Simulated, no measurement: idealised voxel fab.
Proc. module: voxel ribs on slabs
Each square cell in cross-section cut measures 5 nm, and the section as a whole is 295 nm wide.
If you're reading a cross-section in this doc, picture square cells in a grid; it comes to you as bands, top ones listed first down to the bottom, and a band can be one or more rows of cells.
Quick guide to a band line: top height, bottom height (nm) up front; then every material left to right with its width in nm. Only one material and it's marked "all across"? Then it fills the band edge to edge. And "blank" just means empty space.
Heights are reckoned from 0. Under this level, the received wafer is all of one material. The bottommost band is open-ended downward, for example "from 0 down".
So if you see something like "30->40" for the width, read it as the top row of the band sitting at the first number and the bottom row at the second, with every row in between moving by the same amount as the last.
Basically "no modification" means that step didn't change any cell in the cross-section.
If an empty space has no open way to the top and is at least 8 cells in size, "Enclosed voids" lists it, written width x height at distance, where distance is measured from the left edge and every value is in nm.
Formally, on a step line, whatever follows the settings is a remark that the simulator itself makes on the step.
"overlay nm" on a masked step: distance the mask lay right of its planned place, negative for left.
SO HERE'S THE LINEUP OF PROCESS STEPS WE PLANNED
1: RECEIVE: material Si
2: DIRECTIONAL_DEP: material SiO2, thk nm 30
3: DIRECTIONAL_DEP: material SiN, thk nm 15
4: PATTERN: tone cover, mask id RIB, material resist, width nm 15, thk nm 20, overlay nm 0
5: DIRECTIONAL_ETCH: etch materials SiN, depth nm 10
6: STRIP: etch materials resist
7: MASKED_ETCH: tone cover, mask id SLAB, width nm 75, etch materials SiN, depth nm 5, overlay nm 0
8: FILL_DEP: material SiO2, thk nm 25
9: CMP: height nm 65
10: DIRECTIONAL_DEP: material W, thk nm 10
11: DIRECTIONAL_DEP: material aC, thk nm 15
12: PATTERN: tone cover, mask id HEATER, material resist, width nm 25, thk nm 35, overlay nm 0
13: DIRECTIONAL_ETCH: etch materials aC, depth nm 15
14: STRIP: etch materials resist
15: DIRECTIONAL_ETCH: etch materials W, depth nm 10
16: STRIP: etch materials aC
17: CONFORMAL_DEP: material SiO2, thk nm 5
SO, THE FIRST OF OUR TWO WAFERS, RUN JUST AS WE PLANNED IT
RECEIVED-STATE CROSS-SECTION, REFLECTING COMPLETION OF STEP 1
* from 0 down | Si all across
* Enclosed voids: none
AFTER STEP 2
* from 30 to 0 | SiO2 all across
* Nothing below the height 0 has changed.
AFTER STEP 3
* from 45 to 30 | SiN all across
* Nothing below the height 30 has changed.
AFTER STEP 4
* from 65 to 45 | blank 140  resist 15  blank 140
* Nothing below the height 45 has changed.
AFTER STEP 5
* from 65 to 45 | blank 140  resist 15  blank 140
* from 45 to 35 | blank 140  SiN 15  blank 140
* Nothing below the height 35 has changed.
AFTER STEP 6
* from 45 to 35 | blank 140  SiN 15  blank 140
* Nothing below the height 35 has changed.
AFTER STEP 7
* from 45 to 35 | blank 140  SiN 15  blank 140
* from 35 to 30 | blank 110  SiN 75  blank 110
* Nothing below the height 30 has changed.
AFTER STEP 8
* from 70 to 45 | SiO2 all across
* from 45 to 35 | SiO2 140  SiN 15  SiO2 140
* from 35 to 30 | SiO2 110  SiN 75  SiO2 110
* Nothing below the height 30 has changed.
AFTER STEP 9
* from 65 to 45 | SiO2 all across
* Nothing below the height 45 has changed.
AFTER STEP 10
* from 75 to 65 | W all across
* Nothing below the height 65 has changed.
AFTER STEP 11
* from 90 to 75 | aC all across
* Nothing below the height 75 has changed.
AFTER STEP 12
* from 125 to 90 | blank 135  resist 25  blank 135
* Nothing below the height 90 has changed.
AFTER STEP 13
* from 110 to 90 | blank 135  resist 25  blank 135
* from 90 to 75 | blank 135  aC 25  blank 135
* Nothing below the height 75 has changed.
AFTER STEP 14
* from 90 to 75 | blank 135  aC 25  blank 135
* Nothing below the height 75 has changed.
AFTER STEP 15
* from 90 to 75 | blank 135  aC 25  blank 135
* from 75 to 65 | blank 135  W 25  blank 135
* Nothing below the height 65 has changed.
AFTER STEP 16
* from 75 to 65 | blank 135  W 25  blank 135
* Nothing below the height 65 has changed.
AFTER STEP 17
* from 80 to 75 | blank 130  SiO2 35  blank 130
* from 75 to 70 | blank 130  SiO2 5  W 25  SiO2 5  blank 130
* from 70 to 65 | SiO2 135  W 25  SiO2 135
* Nothing below the height 65 has changed.
HERE THE SECOND WAFER IS DESCRIBED. ITS START AND ITS PLAN WERE THOSE OF THE FIRST WAFER. ITS RUN CONTAINED ONE MISTAKE. UP TO AND INCLUDING STEP 1, IT DID EXACTLY WHAT THE FIRST WAFER DID
CROSS-SECTION, SECOND WAFER, AT THE END TIME THE PLAN GIVES FOR STEP 2
* from 15 to 0 | SiN all across
* Nothing below the height 0 has changed.
CROSS-SECTION, SECOND WAFER, AT THE END TIME THE PLAN GIVES FOR STEP 3
* from 45 to 15 | SiO2 all across
* Nothing below the height 15 has changed.
CROSS-SECTION, SECOND WAFER, AT THE END TIME THE PLAN GIVES FOR STEP 4
* from 65 to 45 | blank 140  resist 15  blank 140
* Nothing below the height 45 has changed.
Cross-section, second wafer, at the end time the plan gives for step 5: no modification
CROSS-SECTION, SECOND WAFER, AT THE END TIME THE PLAN GIVES FOR STEP 6
* from 45 to 15 | SiO2 all across
* Nothing below the height 15 has changed.
Cross-section, second wafer, at the end time the plan gives for step 7: no modification
CROSS-SECTION, SECOND WAFER, AT THE END TIME THE PLAN GIVES FOR STEP 8
* from 70 to 15 | SiO2 all across
* Nothing below the height 15 has changed.
CROSS-SECTION, SECOND WAFER, AT THE END TIME THE PLAN GIVES FOR STEP 9
* from 65 to 15 | SiO2 all across
* Nothing below the height 15 has changed.
CROSS-SECTION, SECOND WAFER, AT THE END TIME THE PLAN GIVES FOR STEP 10
* from 75 to 65 | W all across
* Nothing below the height 65 has changed.
CROSS-SECTION, SECOND WAFER, AT THE END TIME THE PLAN GIVES FOR STEP 11
* from 90 to 75 | aC all across
* Nothing below the height 75 has changed.
CROSS-SECTION, SECOND WAFER, AT THE END TIME THE PLAN GIVES FOR STEP 12
* from 125 to 90 | blank 135  resist 25  blank 135
* Nothing below the height 90 has changed.
CROSS-SECTION, SECOND WAFER, AT THE END TIME THE PLAN GIVES FOR STEP 13
* from 110 to 90 | blank 135  resist 25  blank 135
* from 90 to 75 | blank 135  aC 25  blank 135
* Nothing below the height 75 has changed.
CROSS-SECTION, SECOND WAFER, AT THE END TIME THE PLAN GIVES FOR STEP 14
* from 90 to 75 | blank 135  aC 25  blank 135
* Nothing below the height 75 has changed.
CROSS-SECTION, SECOND WAFER, AT THE END TIME THE PLAN GIVES FOR STEP 15
* from 90 to 75 | blank 135  aC 25  blank 135
* from 75 to 65 | blank 135  W 25  blank 135
* Nothing below the height 65 has changed.
CROSS-SECTION, SECOND WAFER, AT THE END TIME THE PLAN GIVES FOR STEP 16
* from 75 to 65 | blank 135  W 25  blank 135
* Nothing below the height 65 has changed.
CROSS-SECTION, SECOND WAFER, AT THE END TIME THE PLAN GIVES FOR STEP 17
* from 80 to 75 | blank 130  SiO2 35  blank 130
* from 75 to 70 | blank 130  SiO2 5  W 25  SiO2 5  blank 130
* from 70 to 65 | SiO2 135  W 25  SiO2 135
* Nothing below the height 65 has changed.
So what did we get wrong on this run? steps 2 and 3: order swapped relative to plan
Final difference in cells, second wafer against first, listed per material as more or fewer: SiN: 156 more | SiO2: 156 fewer
